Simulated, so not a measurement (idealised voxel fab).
The following is a process module called voxel quadruple lines.
We display cut, a cross-section 270 nm in width whose square cells are each 5 nm.
This document writes a cross-section as a grid whose cells are square, and gives it as bands, listed from the top down; one or more rows of cells form a band.
This entry defines a band. It first specifies the height of the band's top and the height of its bottom in nm, and then specifies the band's materials from left to right, stating each material with its width in nm. The word "everywhere" identifies a single material that fills the band from edge to edge, while the word "blank" identifies empty space.
Heads up on the height convention: 0 is the point under which the incoming wafer is all one material, and the lowest band has no bottom, it just keeps going down, like "top 0, no bottom".
When a width is written as two numbers, as in "30->40", the first number is the width in the top row of cells of the band and the second is the width in its bottom row, and the width changes by the same amount from each row to the next.
No cell of the cross-section changed in a step that is given as "no change".
This entry, "Trapped cavities", enumerates those empty regions of no fewer than 8 cells that possess no open connection to the top. Each region is reported in the form width x height at distance, the distance being taken from the left edge, with all three quantities expressed in nm.
Formally, on a step line, whatever follows the settings is a remark that the simulator itself makes on the step.
When a step includes a mask, the "overlay nm" setting on its line states how far to the right of its planned place that mask lay, and negative values state how far to the left.

SET OUT BELOW ARE THE PLANNED STEPS OF THE PROCESS
- 1: RECEIVE with material Si
- 2: CONFORMAL_DEP with material SiO2, thk nm 10
- 3: DIRECTIONAL_DEP with material Ru, thk nm 10
- 4: DIRECTIONAL_DEP with material polySi, thk nm 15
- 5: DIRECTIONAL_DEP with material aC, thk nm 25
- 6: PATTERN with tone cover, mask id MANDREL, material resist, width nm 30, pitch nm 80, thk nm 30, overlay nm 0
- 7: DIRECTIONAL_ETCH with etch materials aC, depth nm 25
- 8: STRIP with etch materials resist
- 9: CONFORMAL_DEP with material SiO2, thk nm 10
- 10: DIRECTIONAL_ETCH with etch materials SiO2, depth nm 10
- 11: STRIP with etch materials aC
- 12: DIRECTIONAL_ETCH with etch materials polySi, depth nm 15
- 13: STRIP with etch materials SiO2
- 14: CONFORMAL_DEP with material SiCN, thk nm 10
- 15: DIRECTIONAL_ETCH with etch materials SiCN, depth nm 10
- 16: STRIP with etch materials polySi
- 17: DIRECTIONAL_ETCH with etch materials Ru, depth nm 10
- 18: STRIP with etch materials SiCN

STEP 1 COMPLETE: CROSS-SECTION OF THE WAFER AS RECEIVED
top 0, no bottom: Si everywhere
Trapped cavities: none

END STATE OF THE MODULE IN CROSS-SECTION, GIVEN THE ABOVE STARTING POINT AND PLAN AND ONE MISTAKE IN EXECUTION
top 20, bottom 10: 55 nm blank  10 nm Ru  10 nm blank  10 nm Ru  10 nm blank  10 nm Ru  10 nm blank  10 nm Ru  10 nm blank  10 nm Ru  10 nm blank  10 nm Ru  10 nm blank  10 nm Ru  10 nm blank  10 nm Ru  65 nm blank
top 10, bottom 0: SiO2 everywhere
top 0, no bottom: Si everywhere
Trapped cavities: none
What was the processing mistake? the process deviated at step 6: the operation and settings actually run there were PATTERN with tone cover, mask id MANDREL, material resist, width nm 30, pitch nm 80, thk nm 30, overlay nm -5
